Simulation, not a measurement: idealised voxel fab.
Process module, titled voxel self aligned contacts
The cross-section on display is named cut; it measures 225 nm wide, and its cells are 5 nm squares.
Notation: cross-section as square-cell grid; stated in bands, top first, going down; one or more cell rows per band. Per band: top height and bottom height in nm, followed by the left-to-right materials and their widths in nm; "all across" marks a single material spanning edge to edge, "air" marks empty space. Height 0 is the level under which the wafer as received is all one material. The lowest band goes on downwards, as in "from 0 down". When a width is written as two numbers, as in "30->40", the first number is the width in the top row of cells of the band and the second is the width in its bottom row, and the width changes by the same amount from each row to the next. For the purposes of this document, the phrase "changes: none" attached to a step denotes that no cell within the cross-section was modified by that step. Empty spaces counting at least 8 cells and having no open way to the top are listed in "Entrapped void list". The notation width x height at distance is used for each, the distance being from the left edge and all three values in nm. On each step's line, the part that comes after the settings is the simulator's own comment on the step. If you see "overlay nm" on a step's line and that step has a mask, it's telling you how far right of where it was planned the mask ended up; a negative number means it went left instead.
**Listed below are the process steps as planned**
1,RECEIVE, material Si
2,CONFORMAL_DEP, material SiO2, thk nm 5
3,DIRECTIONAL_DEP, material polySi, thk nm 25
4,DIRECTIONAL_DEP, material SiN, thk nm 15
5,PATTERN, tone cover, mask id GATE, material resist, width nm 35, pitch nm 60, thk nm 15, overlay nm 0
6,DIRECTIONAL_ETCH, etch materials SiN, depth nm 15
7,DIRECTIONAL_ETCH, etch materials polySi, depth nm 25
8,STRIP, etch materials resist
9,CONFORMAL_DEP, material SiN, thk nm 5
10,DIRECTIONAL_ETCH, etch materials SiN, depth nm 5
11,FILL_DEP, material SiO2, thk nm 20
12,CMP, height nm 55
13,MASKED_ETCH, tone open, mask id CONTACT, width nm 35, etch materials SiO2, depth nm 55, overlay nm 0
14,CONFORMAL_DEP, material TiN, thk nm 5
15,FILL_DEP, material Ru, thk nm 5
16,CMP, height nm 55
17,CONFORMAL_DEP, material SiN, thk nm 5
**Delivered wafer in cross-section: state after step 1**
* from 0 down | Si all across
* Entrapped void list: none
**Cross-sectional result after module completion. Note: starting condition and plan are unchanged from above; one processing mistake was made**
* from 60 to 55 | SiN all across
* from 55 to 45 | SiO2 (95), then TiN (5), then Ru (25), then TiN (5), then SiO2 (95)
* from 45 to 40 | SiO2 (95), then TiN (10), then Ru (15), then TiN (10), then SiO2 (95)
* from 40 to 30 | SiO2 (65), then SiN (35), then TiN (5), then Ru (15), then TiN (5), then SiN (35), then SiO2 (65)
* from 30 to 5 | SiO2 (65), then polySi (35), then TiN (5), then Ru (15), then TiN (5), then polySi (35), then SiO2 (65)
* from 5 to 0 | SiO2 (100), then TiN (25), then SiO2 (100)
* from 0 down | Si all across
* Entrapped void list: none
Run error: yeah, step 9 of the plan got skipped, never ran
